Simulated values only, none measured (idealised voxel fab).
Documented hereafter: the process module known as voxel ribs on slabs.
It is cross-section cut that appears here, measuring 155 nm in width, its square cells being 5 nm in size.
Reading order for cross-sections: top band down to bottom band. Underlying form: a grid of square cells. Band size: one or more rows of cells. Heads up on the band format: heights come first, top then bottom, in nm. After that it's the materials left to right, each with its width in nm. A single material flagged "edge to edge" fills the whole band edge to edge, and "blank" means there's empty space there. Height reference: 0 = level under which incoming wafer is all one material. Lowest band: no bottom, runs on downward, e.g. "from 0 down". It should be noted that a width expressed as "30 to 40" varies in equal increments from row to row of cells within the band, taking the value of the first number at the top row and that of the second number at the bottom row. It should be understood that the words "remained the same", when stated for a given step, signify that the cross-section underwent no change in any of its cells during that step. Any empty space of 8 cells or more lacking an open way to the top shows up in "Unvented cavities" as width x height at distance, distance from the left edge, in nm. Heads up: the bit after the settings on a step's line is the simulator's remark on that step. A step's line can hold "overlay nm"; with a mask on that step, the setting says how far right of the planned place the mask lay, while a negative setting says it lay to the left.
### The process steps that were planned are listed below
1: RECEIVE | material Si
2: DIRECTIONAL_DEP | material SiO2 | thk nm 20
3: DIRECTIONAL_DEP | material SiN | thk nm 20
4: DIRECTIONAL_DEP | material aC | thk nm 5
5: PATTERN | tone cover | mask id RIB | material resist | width nm 15 | thk nm 25 | overlay nm 0
6: DIRECTIONAL_ETCH | etch materials aC | depth nm 10
7: STRIP | etch materials resist
8: DIRECTIONAL_ETCH | etch materials SiN | depth nm 5
9: STRIP | etch materials aC
10: MASKED_ETCH | tone cover | mask id SLAB | width nm 65 | etch materials SiN | depth nm 15 | overlay nm 0
11: FILL_DEP | material SiO2 | thk nm 25
12: CMP | height nm 60
13: DIRECTIONAL_DEP | material TiN | thk nm 5
14: DIRECTIONAL_DEP | material aC | thk nm 15
15: PATTERN | tone cover | mask id HEATER | material resist | width nm 25 | thk nm 35 | overlay nm 0
16: DIRECTIONAL_ETCH | etch materials aC | depth nm 15
17: STRIP | etch materials resist
18: DIRECTIONAL_ETCH | etch materials TiN | depth nm 5
19: STRIP | etch materials aC
20: CONFORMAL_DEP | material SiN | thk nm 5
Split variable: thk nm, step 4. Plan value = first wafer. Wafers start alike.
### Cross-section of the first of several wafers as received (after step 1)
- from 0 down  Si edge to edge
- Unvented cavities: none
### Note: the following table is arranged by wafer, a row apiece. Each row reports the end-of-module state: per material, cells gained (+) or cells lost (-) compared with the wafer as received; closed voids follow
thk nm 5, +75 SiN, +330 SiO2, +5 TiN, Unvented cavities: none
thk nm 10, +75 SiN, +330 SiO2, +5 TiN, Unvented cavities: none
thk nm 15, +103 SiN, +302 SiO2, +5 TiN, Unvented cavities: none
thk nm 20, +103 SiN, +302 SiO2, +5 TiN, Unvented cavities: none
thk nm 25, +103 SiN, +302 SiO2, +5 TiN, Unvented cavities: none
